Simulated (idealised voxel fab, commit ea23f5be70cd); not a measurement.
The process module presented herein is designated voxel ribs on slabs.
FYI the section here is cut, 160 nm wide, cells are 5 nm squares.
Each cross-section below is a grid of square cells, stated as bands in top-down order, with one or more rows of cells making up each band.
What a band's entry tells you: where the top is and where the bottom is, as heights in nm, and after that what lies inside, material by material from left to right, each with its width in nm. Empty space is written as the word "blank", and a single material marked with the word "everywhere" occupies the band from edge to edge.
Basically, 0 is our baseline, since under it the wafer straight out of the box is all one material. The bottom band has no lower end and keeps on going down, so it looks like "z 0 and below".
Top row gets the first number, bottom row gets the second, and each row in between changes by the same step: that is how a band width like "30 to 40" works.
Step note "same as before" = no cross-section cell changed.
Basically, "Fully sealed cavities" tells you about the enclosed voids: empty spaces with no open way to the top, 8 cells or bigger, each written width x height at distance, where distance is from the left edge, all in nm.
It should be noted that, on the line of a given step, the content following the step's settings is a remark produced by the simulator itself with respect to that step.
"overlay nm" denotes, for a step that has a mask, the displacement of the mask to the right of its planned place, with negative values corresponding to the left.
Pairs from here to the end. Each: cross-section before one process step, cross-section after it, the latter only as far down as the lowest band that changed. Under each: the step between, and its settings. Mind that the pairs may be taken from different runs of this module on the same starting wafer; whether a pair continues from the pair above depends on its entry headed "before", and it does only where that entry says so.
**before**
    z 0 and below = Si everywhere
    Fully sealed cavities: none
**Section After Processing**
    z 20 to 0 = SiO2 everywhere
    Unchanged below 0.
    Fully sealed cavities: none
Step between the pre-process and post-process cross-sections given above: DIRECTIONAL_DEP with material SiO2, thk nm 20
before: look at the pair above, its after cross-section is where this step starts.
**Section After Processing**
    z 40 to 20 = polySi everywhere
    Unchanged below 20.
    Fully sealed cavities: none
Step between the pre-process and post-process cross-sections given above: DIRECTIONAL_DEP with material polySi, thk nm 20
before: look at the pair above, its after cross-section is where this step starts.
**Section After Processing**
    z 40 to 35 = blank: 65 | polySi: 30 | blank: 65
    Unchanged below 35.
    Fully sealed cavities: none
Step between the pre-process and post-process cross-sections given above: MASKED_ETCH with tone cover, mask id RIB, width nm 30, etch materials polySi, depth nm 5, overlay nm 0
before: look at the pair above, its after cross-section is where this step starts.
**Section After Processing**
    z 60 to 40 = blank: 40 | resist: 80 | blank: 40
    z 40 to 35 = blank: 40 | resist: 25 | polySi: 30 | resist: 25 | blank: 40
    Unchanged below 35.
    Fully sealed cavities: none
Step between the pre-process and post-process cross-sections given above: PATTERN with tone cover, mask id SLAB, material resist, width nm 80, thk nm 20, overlay nm 0
before: look at the pair above, its after cross-section is where this step starts.
**Section After Processing**
    z 60 to 40 = blank: 40 | resist: 80 | blank: 40
    z 40 to 35 = blank: 40 | resist: 25 | polySi: 30 | resist: 25 | blank: 40
    z 35 to 20 = blank: 40 | polySi: 80 | blank: 40
    Unchanged below 20.
    Fully sealed cavities: none
Step between the pre-process and post-process cross-sections given above: DIRECTIONAL_ETCH with etch materials polySi, depth nm 15
before: look at the pair above, its after cross-section is where this step starts.
**Section After Processing**
    z 40 to 35 = blank: 65 | polySi: 30 | blank: 65
    Unchanged below 35.
    Fully sealed cavities: none
Step between the pre-process and post-process cross-sections given above: STRIP with etch materials resist
before: look at the pair above, its after cross-section is where this step starts.
**Section After Processing**
    z 60 to 40 = SiO2 everywhere
    z 40 to 35 = SiO2: 65 | polySi: 30 | SiO2: 65
    z 35 to 20 = SiO2: 40 | polySi: 80 | SiO2: 40
    Unchanged below 20.
    Fully sealed cavities: none
Step between the pre-process and post-process cross-sections given above: FILL_DEP with material SiO2, thk nm 20
before: look at the pair above, its after cross-section is where this step starts.
**Section After Processing**
    z 55 to 40 = SiO2 everywhere
    Unchanged below 40.
    Fully sealed cavities: none
Step between the pre-process and post-process cross-sections given above: CMP with height nm 55
before: look at the pair above, its after cross-section is where this step starts.
**Section After Processing**
    z 65 to 55 = W everywhere
    Unchanged below 55.
    Fully sealed cavities: none
Step between the pre-process and post-process cross-sections given above: DIRECTIONAL_DEP with material W, thk nm 10
before: look at the pair above, its after cross-section is where this step starts.
**Section After Processing**
    z 65 to 55 = blank: 60 | W: 40 | blank: 60
    Unchanged below 55.
    Fully sealed cavities: none
Step between the pre-process and post-process cross-sections given above: MASKED_ETCH with tone cover, mask id HEATER, width nm 40, etch materials W, depth nm 10, overlay nm 0
before: look at the pair above, its after cross-section is where this step starts.
**Section After Processing**
    z 70 to 65 = blank: 55 | SiN: 50 | blank: 55
    z 65 to 60 = blank: 55 | SiN: 5 | W: 40 | SiN: 5 | blank: 55
    z 60 to 55 = SiN: 60 | W: 40 | SiN: 60
    Unchanged below 55.
    Fully sealed cavities: none
Step between the pre-process and post-process cross-sections given above: CONFORMAL_DEP with material SiN, thk nm 5
**before**
    z 40 to 20 = polySi everywhere
    z 20 to 0 = SiO2 everywhere
    z 0 and below = Si everywhere
    Fully sealed cavities: none
**Section After Processing**
    z 60 to 20 = polySi everywhere
    Unchanged below 20.
    Fully sealed cavities: none
Step between the pre-process and post-process cross-sections given above: DIRECTIONAL_DEP with material polySi, thk nm 20
before: look at the pair above, its after cross-section is where this step starts.
**Section After Processing**
    z 60 to 55 = blank: 65 | polySi: 30 | blank: 65
    Unchanged below 55.
    Fully sealed cavities: none
Step between the pre-process and post-process cross-sections given above: MASKED_ETCH with tone cover, mask id RIB, width nm 30, etch materials polySi, depth nm 5, overlay nm 0
before: look at the pair above, its after cross-section is where this step starts.
**Section After Processing**
    z 80 to 60 = blank: 40 | resist: 80 | blank: 40
    z 60 to 55 = blank: 40 | resist: 25 | polySi: 30 | resist: 25 | blank: 40
    Unchanged below 55.
    Fully sealed cavities: none
Step between the pre-process and post-process cross-sections given above: PATTERN with tone cover, mask id SLAB, material resist, width nm 80, thk nm 20, overlay nm 0
before: look at the pair above, its after cross-section is where this step starts.
**Section After Processing**
    z 80 to 60 = blank: 40 | resist: 80 | blank: 40
    z 60 to 55 = blank: 40 | resist: 25 | polySi: 30 | resist: 25 | blank: 40
    z 55 to 40 = blank: 40 | polySi: 80 | blank: 40
    Unchanged below 40.
    Fully sealed cavities: none
Step between the pre-process and post-process cross-sections given above: DIRECTIONAL_ETCH with etch materials polySi, depth nm 15
before: look at the pair above, its after cross-section is where this step starts.
**Section After Processing**
    z 60 to 55 = blank: 65 | polySi: 30 | blank: 65
    Unchanged below 55.
    Fully sealed cavities: none
Step between the pre-process and post-process cross-sections given above: STRIP with etch materials resist
before: look at the pair above, its after cross-section is where this step starts.
**Section After Processing**
    z 80 to 60 = SiO2 everywhere
    z 60 to 55 = SiO2: 65 | polySi: 30 | SiO2: 65
    z 55 to 40 = SiO2: 40 | polySi: 80 | SiO2: 40
    Unchanged below 40.
    Fully sealed cavities: none
Step between the pre-process and post-process cross-sections given above: FILL_DEP with material SiO2, thk nm 20
before: look at the pair above, its after cross-section is where this step starts.
**Section After Processing**
    z 55 to 40 = SiO2: 40 | polySi: 80 | SiO2: 40
    Unchanged below 40.
    Fully sealed cavities: none
Step between the pre-process and post-process cross-sections given above: CMP with height nm 55
before: look at the pair above, its after cross-section is where this step starts.
**Section After Processing**
    z 65 to 55 = W everywhere
    Unchanged below 55.
    Fully sealed cavities: none
Step between the pre-process and post-process cross-sections given above: DIRECTIONAL_DEP with material W, thk nm 10
before: look at the pair above, its after cross-section is where this step starts.
**Section After Processing**
    z 65 to 55 = blank: 60 | W: 40 | blank: 60
    Unchanged below 55.
    Fully sealed cavities: none
Step between the pre-process and post-process cross-sections given above: MASKED_ETCH with tone cover, mask id HEATER, width nm 40, etch materials W, depth nm 10, overlay nm 0
before: look at the pair above, its after cross-section is where this step starts.
**Section After Processing**
    z 70 to 65 = blank: 55 | SiN: 50 | blank: 55
    z 65 to 60 = blank: 55 | SiN: 5 | W: 40 | SiN: 5 | blank: 55
    z 60 to 55 = SiN: 60 | W: 40 | SiN: 60
    Unchanged below 55.
    Fully sealed cavities: none
Step between the pre-process and post-process cross-sections given above: CONFORMAL_DEP with material SiN, thk nm 5
**before**
    z 0 and below = Si everywhere
    Fully sealed cavities: none
**Section After Processing**
    z 20 to 0 = polySi everywhere
    Unchanged below 0.
    Fully sealed cavities: none
Step between the pre-process and post-process cross-sections given above: DIRECTIONAL_DEP with material polySi, thk nm 20
before: look at the pair above, its after cross-section is where this step starts.
**Section After Processing**
    z 40 to 20 = SiO2 everywhere
    Unchanged below 20.
    Fully sealed cavities: none
Step between the pre-process and post-process cross-sections given above: DIRECTIONAL_DEP with material SiO2, thk nm 20
before: look at the pair above, its after cross-section is where this step starts.
**Section After Processing**
    z 60 to 40 = blank: 40 | resist: 80 | blank: 40
    Unchanged below 40.
    Fully sealed cavities: none
Step between the pre-process and post-process cross-sections given above: PATTERN with tone cover, mask id SLAB, material resist, width nm 80, thk nm 20, overlay nm 0
before: look at the pair above, its after cross-section is where this step starts.
**Section After Processing**
    z 40 to 20 = SiO2 everywhere
    Unchanged below 20.
    Fully sealed cavities: none
Step between the pre-process and post-process cross-sections given above: STRIP with etch materials resist
before: look at the pair above, its after cross-section is where this step starts.
**Section After Processing**
    z 60 to 20 = SiO2 everywhere
    Unchanged below 20.
    Fully sealed cavities: none
Step between the pre-process and post-process cross-sections given above: FILL_DEP with material SiO2, thk nm 20
before: look at the pair above, its after cross-section is where this step starts.
**Section After Processing**
    z 55 to 20 = SiO2 everywhere
    Unchanged below 20.
    Fully sealed cavities: none
Step between the pre-process and post-process cross-sections given above: CMP with height nm 55
before: look at the pair above, its after cross-section is where this step starts.
**Section After Processing**
    z 65 to 55 = W everywhere
    Unchanged below 55.
    Fully sealed cavities: none
Step between the pre-process and post-process cross-sections given above: DIRECTIONAL_DEP with material W, thk nm 10
before: look at the pair above, its after cross-section is where this step starts.
**Section After Processing**
    z 65 to 55 = blank: 60 | W: 40 | blank: 60
    Unchanged below 55.
    Fully sealed cavities: none
Step between the pre-process and post-process cross-sections given above: MASKED_ETCH with tone cover, mask id HEATER, width nm 40, etch materials W, depth nm 10, overlay nm 0
before: look at the pair above, its after cross-section is where this step starts.
**Section After Processing**
    z 70 to 65 = blank: 55 | SiN: 50 | blank: 55
    z 65 to 60 = blank: 55 | SiN: 5 | W: 40 | SiN: 5 | blank: 55
    z 60 to 55 = SiN: 60 | W: 40 | SiN: 60
    Unchanged below 55.
    Fully sealed cavities: none
Step between the pre-process and post-process cross-sections given above: CONFORMAL_DEP with material SiN, thk nm 5
**before**
    z 65 to 55 = W everywhere
    z 55 to 40 = SiO2 everywhere
    z 40 to 35 = SiO2: 65 | polySi: 30 | SiO2: 65
    z 35 to 20 = SiO2: 40 | polySi: 80 | SiO2: 40
    z 20 to 0 = SiO2 everywhere
    z 0 and below = Si everywhere
    Fully sealed cavities: none
**Section After Processing**
    z 65 to 60 = blank: 60 | W: 40 | blank: 60
    Unchanged below 60.
    Fully sealed cavities: none
Step between the pre-process and post-process cross-sections given above: MASKED_ETCH with tone cover, mask id HEATER, width nm 40, etch materials W, depth nm 5, overlay nm 0
before: look at the pair above, its after cross-section is where this step starts.
**Section After Processing**
    z 70 to 65 = blank: 55 | SiN: 50 | blank: 55
    z 65 to 60 = SiN: 60 | W: 40 | SiN: 60
    Unchanged below 60.
    Fully sealed cavities: none
Step between the pre-process and post-process cross-sections given above: CONFORMAL_DEP with material SiN, thk nm 5
**before**
    z 65 to 55 = W everywhere
    z 55 to 40 = SiO2 everywhere
    z 40 to 35 = SiO2: 65 | polySi: 30 | SiO2: 65
    z 35 to 20 = SiO2: 40 | polySi: 80 | SiO2: 40
    z 20 to 0 = SiO2 everywhere
    z 0 and below = Si everywhere
    Fully sealed cavities: none
**Section After Processing**
    z 65 to 55 = blank: 65 | W: 30 | blank: 65
    Unchanged below 55.
    Fully sealed cavities: none
Step between the pre-process and post-process cross-sections given above: MASKED_ETCH with tone cover, mask id HEATER, width nm 30, etch materials W, depth nm 10, overlay nm 0
before: look at the pair above, its after cross-section is where this step starts.
**Section After Processing**
    z 70 to 65 = blank: 60 | SiN: 40 | blank: 60
    z 65 to 60 = blank: 60 | SiN: 5 | W: 30 | SiN: 5 | blank: 60
    z 60 to 55 = SiN: 65 | W: 30 | SiN: 65
    Unchanged below 55.
    Fully sealed cavities: none
Step between the pre-process and post-process cross-sections given above: CONFORMAL_DEP with material SiN, thk nm 5
**before**
    z 40 to 35 = blank: 65 | polySi: 30 | blank: 65
    z 35 to 20 = polySi everywhere
    z 20 to 0 = SiO2 everywhere
    z 0 and below = Si everywhere
    Fully sealed cavities: none
**Section After Processing**
    z 60 to 40 = blank: 30 | resist: 80 | blank: 50
    z 40 to 35 = blank: 30 | resist: 35 | polySi: 30 | resist: 15 | blank: 50
    Unchanged below 35.
    Fully sealed cavities: none
Step between the pre-process and post-process cross-sections given above: PATTERN with tone cover, mask id SLAB, material resist, width nm 80, thk nm 20, overlay nm -10
before: look at the pair above, its after cross-section is where this step starts.
**Section After Processing**
    z 60 to 40 = blank: 30 | resist: 80 | blank: 50
    z 40 to 35 = blank: 30 | resist: 35 | polySi: 30 | resist: 15 | blank: 50
    z 35 to 20 = blank: 30 | polySi: 80 | blank: 50
    Unchanged below 20.
    Fully sealed cavities: none
Step between the pre-process and post-process cross-sections given above: DIRECTIONAL_ETCH with etch materials polySi, depth nm 15
before: look at the pair above, its after cross-section is where this step starts.
**Section After Processing**
    z 40 to 35 = blank: 65 | polySi: 30 | blank: 65
    Unchanged below 35.
    Fully sealed cavities: none
Step between the pre-process and post-process cross-sections given above: STRIP with etch materials resist
before: look at the pair above, its after cross-section is where this step starts.
**Section After Processing**
    z 60 to 40 = SiO2 everywhere
    z 40 to 35 = SiO2: 65 | polySi: 30 | SiO2: 65
    z 35 to 20 = SiO2: 30 | polySi: 80 | SiO2: 50
    Unchanged below 20.
    Fully sealed cavities: none
Step between the pre-process and post-process cross-sections given above: FILL_DEP with material SiO2, thk nm 20
before: look at the pair above, its after cross-section is where this step starts.
**Section After Processing**
    z 55 to 40 = SiO2 everywhere
    Unchanged below 40.
    Fully sealed cavities: none
Step between the pre-process and post-process cross-sections given above: CMP with height nm 55
before: look at the pair above, its after cross-section is where this step starts.
**Section After Processing**
    z 65 to 55 = W everywhere
    Unchanged below 55.
    Fully sealed cavities: none
Step between the pre-process and post-process cross-sections given above: DIRECTIONAL_DEP with material W, thk nm 10
before: look at the pair above, its after cross-section is where this step starts.
**Section After Processing**
    z 65 to 55 = blank: 60 | W: 40 | blank: 60
    Unchanged below 55.
    Fully sealed cavities: none
Step between the pre-process and post-process cross-sections given above: MASKED_ETCH with tone cover, mask id HEATER, width nm 40, etch materials W, depth nm 10, overlay nm 0
before: look at the pair above, its after cross-section is where this step starts.
**Section After Processing**
    z 70 to 65 = blank: 55 | SiN: 50 | blank: 55
    z 65 to 60 = blank: 55 | SiN: 5 | W: 40 | SiN: 5 | blank: 55
    z 60 to 55 = SiN: 60 | W: 40 | SiN: 60
    Unchanged below 55.
    Fully sealed cavities: none
Step between the pre-process and post-process cross-sections given above: CONFORMAL_DEP with material SiN, thk nm 5
**before**
    z 0 and below = Si everywhere
    Fully sealed cavities: none
**Section After Processing**
    z 20 to 0 = SiN everywhere
    Unchanged below 0.
    Fully sealed cavities: none
Step between the pre-process and post-process cross-sections given above: DIRECTIONAL_DEP with material SiN, thk nm 20
before: look at the pair above, its after cross-section is where this step starts.
**Section After Processing**
    z 40 to 20 = polySi everywhere
    Unchanged below 20.
    Fully sealed cavities: none
Step between the pre-process and post-process cross-sections given above: DIRECTIONAL_DEP with material polySi, thk nm 20
before: look at the pair above, its after cross-section is where this step starts.
**Section After Processing**
    z 40 to 35 = blank: 65 | polySi: 30 | blank: 65
    Unchanged below 35.
    Fully sealed cavities: none
Step between the pre-process and post-process cross-sections given above: MASKED_ETCH with tone cover, mask id RIB, width nm 30, etch materials polySi, depth nm 5, overlay nm 0
before: look at the pair above, its after cross-section is where this step starts.
**Section After Processing**
    z 60 to 40 = blank: 40 | resist: 80 | blank: 40
    z 40 to 35 = blank: 40 | resist: 25 | polySi: 30 | resist: 25 | blank: 40
    Unchanged below 35.
    Fully sealed cavities: none
Step between the pre-process and post-process cross-sections given above: PATTERN with tone cover, mask id SLAB, material resist, width nm 80, thk nm 20, overlay nm 0
before: look at the pair above, its after cross-section is where this step starts.
**Section After Processing**
    z 60 to 40 = blank: 40 | resist: 80 | blank: 40
    z 40 to 35 = blank: 40 | resist: 25 | polySi: 30 | resist: 25 | blank: 40
    z 35 to 20 = blank: 40 | polySi: 80 | blank: 40
    Unchanged below 20.
    Fully sealed cavities: none
Step between the pre-process and post-process cross-sections given above: DIRECTIONAL_ETCH with etch materials polySi, depth nm 15
before: look at the pair above, its after cross-section is where this step starts.
**Section After Processing**
    z 40 to 35 = blank: 65 | polySi: 30 | blank: 65
    Unchanged below 35.
    Fully sealed cavities: none
Step between the pre-process and post-process cross-sections given above: STRIP with etch materials resist
before: look at the pair above, its after cross-section is where this step starts.
**Section After Processing**
    z 60 to 40 = SiO2 everywhere
    z 40 to 35 = SiO2: 65 | polySi: 30 | SiO2: 65
    z 35 to 20 = SiO2: 40 | polySi: 80 | SiO2: 40
    Unchanged below 20.
    Fully sealed cavities: none
Step between the pre-process and post-process cross-sections given above: FILL_DEP with material SiO2, thk nm 20
before: look at the pair above, its after cross-section is where this step starts.
**Section After Processing**
    z 55 to 40 = SiO2 everywhere
    Unchanged below 40.
    Fully sealed cavities: none
Step between the pre-process and post-process cross-sections given above: CMP with height nm 55
before: look at the pair above, its after cross-section is where this step starts.
**Section After Processing**
    z 65 to 55 = W everywhere
    Unchanged below 55.
    Fully sealed cavities: none
Step between the pre-process and post-process cross-sections given above: DIRECTIONAL_DEP with material W, thk nm 10
before: look at the pair above, its after cross-section is where this step starts.
**Section After Processing**
    z 65 to 55 = blank: 60 | W: 40 | blank: 60
    Unchanged below 55.
    Fully sealed cavities: none
Step between the pre-process and post-process cross-sections given above: MASKED_ETCH with tone cover, mask id HEATER, width nm 40, etch materials W, depth nm 10, overlay nm 0
before: look at the pair above, its after cross-section is where this step starts.
**Section After Processing**
    z 70 to 65 = blank: 55 | SiN: 50 | blank: 55
    z 65 to 60 = blank: 55 | SiN: 5 | W: 40 | SiN: 5 | blank: 55
    z 60 to 55 = SiN: 60 | W: 40 | SiN: 60
    Unchanged below 55.
    Fully sealed cavities: none
Step between the pre-process and post-process cross-sections given above: CONFORMAL_DEP with material SiN, thk nm 5
**before**
    z 40 to 35 = blank: 65 | polySi: 30 | blank: 65
    z 35 to 20 = polySi everywhere
    z 20 to 0 = SiO2 everywhere
    z 0 and below = Si everywhere
    Fully sealed cavities: none
**Section After Processing**
    z 60 to 40 = resist: 40 | blank: 80 | resist: 40
    z 40 to 35 = resist: 40 | blank: 25 | polySi: 30 | blank: 25 | resist: 40
    Unchanged below 35.
    Fully sealed cavities: none
Step between the pre-process and post-process cross-sections given above: PATTERN with tone open, mask id SLAB, material resist, width nm 80, thk nm 20, overlay nm 0
before: look at the pair above, its after cross-section is where this step starts.
**Section After Processing**
    z 60 to 35 = resist: 40 | blank: 80 | resist: 40
    z 35 to 25 = polySi: 40 | blank: 80 | polySi: 40
    z 25 to 20 = polySi: 40 | blank: 25 | polySi: 30 | blank: 25 | polySi: 40
    Unchanged below 20.
    Fully sealed cavities: none
Step between the pre-process and post-process cross-sections given above: DIRECTIONAL_ETCH with etch materials polySi, depth nm 15
before: look at the pair above, its after cross-section is where this step starts.
**Section After Processing**
    z 35 to 25 = polySi: 40 | blank: 80 | polySi: 40
    Unchanged below 25.
    Fully sealed cavities: none
Step between the pre-process and post-process cross-sections given above: STRIP with etch materials resist
before: look at the pair above, its after cross-section is where this step starts.
**Section After Processing**
    z 55 to 35 = SiO2 everywhere
    z 35 to 25 = polySi: 40 | SiO2: 80 | polySi: 40
    z 25 to 20 = polySi: 40 | SiO2: 25 | polySi: 30 | SiO2: 25 | polySi: 40
    Unchanged below 20.
    Fully sealed cavities: none
Step between the pre-process and post-process cross-sections given above: FILL_DEP with material SiO2, thk nm 20
before: look at the pair above, its after cross-section is where this step starts.
**Section After Processing**
    z 65 to 55 = W everywhere
    Unchanged below 55.
    Fully sealed cavities: none
Step between the pre-process and post-process cross-sections given above: DIRECTIONAL_DEP with material W, thk nm 10
before: look at the pair above, its after cross-section is where this step starts.
**Section After Processing**
    z 65 to 55 = blank: 60 | W: 40 | blank: 60
    Unchanged below 55.
    Fully sealed cavities: none
Step between the pre-process and post-process cross-sections given above: MASKED_ETCH with tone cover, mask id HEATER, width nm 40, etch materials W, depth nm 10, overlay nm 0
before: look at the pair above, its after cross-section is where this step starts.
**Section After Processing**
    z 70 to 65 = blank: 55 | SiN: 50 | blank: 55
    z 65 to 60 = blank: 55 | SiN: 5 | W: 40 | SiN: 5 | blank: 55
    z 60 to 55 = SiN: 60 | W: 40 | SiN: 60
    Unchanged below 55.
    Fully sealed cavities: none
Step between the pre-process and post-process cross-sections given above: CONFORMAL_DEP with material SiN, thk nm 5
